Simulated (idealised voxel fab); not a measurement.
The following is a process module called voxel trench capacitor.
Square cell edge 5 nm, section width 245 nm, ID cut.
Bands, listed from the top down, are how a cross-section gets written in this document; the cross-section itself is a grid of square cells, and a band is one or more rows of them.
Per band: top height and bottom height in nm, followed by the left-to-right materials and their widths in nm; "edge to edge" marks a single material spanning edge to edge, "empty" marks empty space.
Beneath 0, the wafer as received is one material, and that level is where height counting begins. The lowest band goes on downward without a bottom; it is written like "from 0 down".
Width: "30 to 40" (first number = top row, second number = bottom row, same change from row to row of cells).
What does "nothing altered" mean for a step? It means no cell of the cross-section changed in that step.
You'll see "Trapped void list" listing empty spaces that have no way open to the top, as long as they're 8 cells or more; the notation is width x height at distance, where the distance is from the left edge, and all of it is in nm.
after a step's settings: what the simulator itself notes on the step
The optional step-line setting "overlay nm" applies to steps with a mask and quantifies how far to the right of its planned location the mask lay, a negative value indicating leftward placement.
**The process steps that were planned are listed below**
1: RECEIVE: material Si
2: CONFORMAL_DEP: material SiN, thk nm 10
3: MASKED_ETCH: tone open, mask id TRENCH, width nm 15, pitch nm 30, etch materials SiN, depth nm 10, overlay nm 0
4: MASKED_ETCH: tone open, mask id TRENCH, width nm 15, pitch nm 30, etch materials Si, depth nm 30, overlay nm -15
5: CONFORMAL_DEP: material Al2O3, thk nm 5
6: FILL_DEP: material polySi, thk nm 5
7: CMP: height nm 10
What sets these wafers apart? The overlay nm at step 4. They all start alike, and the plan carries the first wafer's value.
**First wafer of several, as received: cross-section after step 1**
  from 0 down: Si edge to edge
  Trapped void list: none
**Per wafer (row), end of module: delta in cells per material since receipt, (+) for gained, (-) for lost; closed voids after that**
overlay nm -15, +20 Al2O3, +74 SiN, +4 polySi, Trapped void list: none
overlay nm -10, +44 Al2O3, -24 Si, +74 SiN, +4 polySi, Trapped void list: none
overlay nm -5, +68 Al2O3, -48 Si, +74 SiN, +4 polySi, Trapped void list: none
overlay nm 0, +68 Al2O3, -72 Si, +74 SiN, +28 polySi, Trapped void list: none
overlay nm 5, +68 Al2O3, -48 Si, +74 SiN, +4 polySi, Trapped void list: none
overlay nm 10, +44 Al2O3, -24 Si, +74 SiN, +4 polySi, Trapped void list: none
overlay nm 15, +20 Al2O3, +74 SiN, +4 polySi, Trapped void list: none
